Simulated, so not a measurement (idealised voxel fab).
The process module that follows is named voxel released beams.
Cross-section cut spans 265 nm and uses square cells 5 nm in size.
Cross-section layout: square cells on a grid; listed as bands, top to bottom; a band spans one or more cell rows.
Top, bottom (nm), then materials left to right with widths (nm); lone material tagged "all across" fills the whole band edge to edge; "air" = empty space.
Height is counted from the level 0, under which the received wafer is composed throughout of one material. The lowest of the bands is not closed at the bottom but continues downward, in the notation "from 0 down".
Top row gets the first number, bottom row gets the second, and each row in between changes by the same step: that is how a band width like "30..40" works.
A step reported as "same as before" is a step in which no cell of the cross-section changed.
Voids not open to the top, 8 cells minimum: see "Voids, fully enclosed". Written width x height at distance; distance is from the left edge; nm.
Heads up: the bit after the settings on a step's line is the simulator's remark on that step.
Steps that use a mask can have "overlay nm" on their line. It says how far the mask sat to the right of where it was meant to be. Negative means to the left.
HERE'S WHAT THE PLANNED PROCESS STEPS LOOK LIKE
1: RECEIVE: material Si
2: CONFORMAL_DEP: material SiN, thk nm 10
3: DIRECTIONAL_DEP: material SiO2, thk nm 15
4: DIRECTIONAL_DEP: material aC, thk nm 15
5: PATTERN: tone open, mask id ANCHOR, material resist, width nm 25, thk nm 35, overlay nm 0
6: DIRECTIONAL_ETCH: etch materials aC, depth nm 15
7: STRIP: etch materials resist
8: DIRECTIONAL_ETCH: etch materials SiO2, depth nm 15
9: STRIP: etch materials aC
10: CONFORMAL_DEP: material polySi, thk nm 10
11: PATTERN: tone cover, mask id BEAM, material resist, width nm 70, thk nm 20, overlay nm 0
12: DIRECTIONAL_ETCH: etch materials polySi, depth nm 10
13: STRIP: etch materials resist
14: STRIP: etch materials SiO2
THIS IS THE CROSS-SECTION OF THE WAFER AS WE RECEIVED IT, I.E. AFTER STEP 1
  from 0 down | Si all across
  Voids, fully enclosed: none
POST-MODULE CROSS-SECTION OF THE FIRST OF TWO WAFERS (RUN PER PLAN)
  from 35 to 25 | air 95 nm / polySi 15 nm / air 5 nm / polySi 50 nm / air 100 nm
  from 25 to 20 | air 100 nm / polySi 10 nm / air 5 nm / polySi 10 nm / air 140 nm
  from 20 to 10 | air 100 nm / polySi 25 nm / air 140 nm
  from 10 to 0 | SiN all across
  from 0 down | Si all across
  Voids, fully enclosed: none
CROSS-SECTION OF THE LATTER OF THE TWO WAFERS AT MODULE COMPLETION. IT HAD AN IDENTICAL START AND AN IDENTICAL PLAN TO THE FORMER; IN RUNNING IT, ONE MISTAKE WAS MADE
  from 35 to 25 | air 95 nm / polySi 10 nm / air 15 nm / polySi 45 nm / air 100 nm
  from 25 to 20 | air 95 nm / polySi 10 nm / air 15 nm / polySi 10 nm / air 135 nm
  from 20 to 10 | air 95 nm / polySi 35 nm / air 135 nm
  from 10 to 0 | SiN all across
  from 0 down | Si all across
  Voids, fully enclosed: none
What was the processing mistake? step 5: run off-plan, actual operation and settings PATTERN: tone open, mask id ANCHOR, material resist, width nm 35, thk nm 35, overlay nm 0
Final wafers compared: equal cell tally per material, rearranged layout.
